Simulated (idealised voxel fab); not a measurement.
Name of the process module below: voxel plated lines
For reference, the cross-section in this document is cut, with width 245 nm and square cells of 5 nm.
Just so we're on the same page, the cross-sections are grids of square cells, and they're listed out in bands top to bottom, each band one or more rows deep.
The entry gives the band's vertical extent as a top height and a bottom height in nm, then its horizontal make-up as materials from left to right, each with a width in nm. "air" stands for empty space; a single material marked "all across" fills the band edge to edge.
All heights in this document are referenced to 0, defined as the level beneath which the wafer, as received, consists entirely of one material. The lowest band is not bounded below; it extends indefinitely downward and is written in the form "0 and below".
The expression "30..40" gives the width at the extremes of the band, the first number at its top row of cells and the second at its bottom row, with the width changing by equal amounts from each row to the next in between.
"no modifications" for a step: no cell of the cross-section changed in that step.
"Fully sealed cavities" - sealed voids, min. 8 cells, no opening to top; format: width x height at distance (distance from left edge; nm throughout).
Step line, after settings: the simulator's comment on this step.
overlay nm: right-of-plan distance of the mask on a masked step; negative values mean left-of-plan.
So here's the lineup of process steps we planned:
1,op RECEIVE | material Si
2,op CONFORMAL_DEP | material SiO2 | thk nm 10
3,op DIRECTIONAL_DEP | material TiN | thk nm 5
4,op PATTERN | tone open | mask id LINES | material resist | width nm 15 | pitch nm 35 | thk nm 25 | overlay nm 0
5,op EPI | material Ru | thk nm 5
6,op EPI | material Ru | thk nm 10
7,op STRIP | etch materials resist
8,op DIRECTIONAL_ETCH | etch materials TiN | depth nm 5
9,op CONFORMAL_DEP | material SiCN | thk nm 5
Quick note for whoever runs this: the wafers start identical, but the thk nm at step 3 isn't the same across them. The plan just shows what the first wafer had.
First wafer of several, as received: cross-section after step 1:
0 and below | Si all across
Fully sealed cavities: none
The first of several wafers, seen in cross-section after the module's last step, step 9:
35 down to 30 | 90 air  25 SiCN  10 air  25 SiCN  95 air
30 down to 15 | 90 air  5 SiCN  15 Ru  5 SiCN  10 air  5 SiCN  15 Ru  5 SiCN  95 air
15 down to 10 | 95 SiCN  15 TiN  20 SiCN  15 TiN  100 SiCN
10 down to 0 | SiO2 all across
0 and below | Si all across
Fully sealed cavities: none
Final wafer of several, shown in cross-section at the end of the module:
50 down to 45 | 90 air  25 SiCN  10 air  25 SiCN  95 air
45 down to 30 | 90 air  5 SiCN  15 Ru  5 SiCN  10 air  5 SiCN  15 Ru  5 SiCN  95 air
30 down to 25 | 95 SiCN  15 TiN  20 SiCN  15 TiN  100 SiCN
25 down to 10 | TiN all across
10 down to 0 | SiO2 all across
0 and below | Si all across
Fully sealed cavities: none
Heads up, this table goes wafer by wafer. A row tells you, at the end of the module, how many cells of each material that wafer has put on (+) or dropped (-) since it was received, and then its closed voids:
thk nm 5, +18 Ru, +65 SiCN, +98 SiO2, +6 TiN, Fully sealed cavities: none
thk nm 10, +18 Ru, +65 SiCN, +98 SiO2, +55 TiN, Fully sealed cavities: none
thk nm 15, +18 Ru, +65 SiCN, +98 SiO2, +104 TiN, Fully sealed cavities: none
thk nm 20, +18 Ru, +65 SiCN, +98 SiO2, +153 TiN, Fully sealed cavities: none
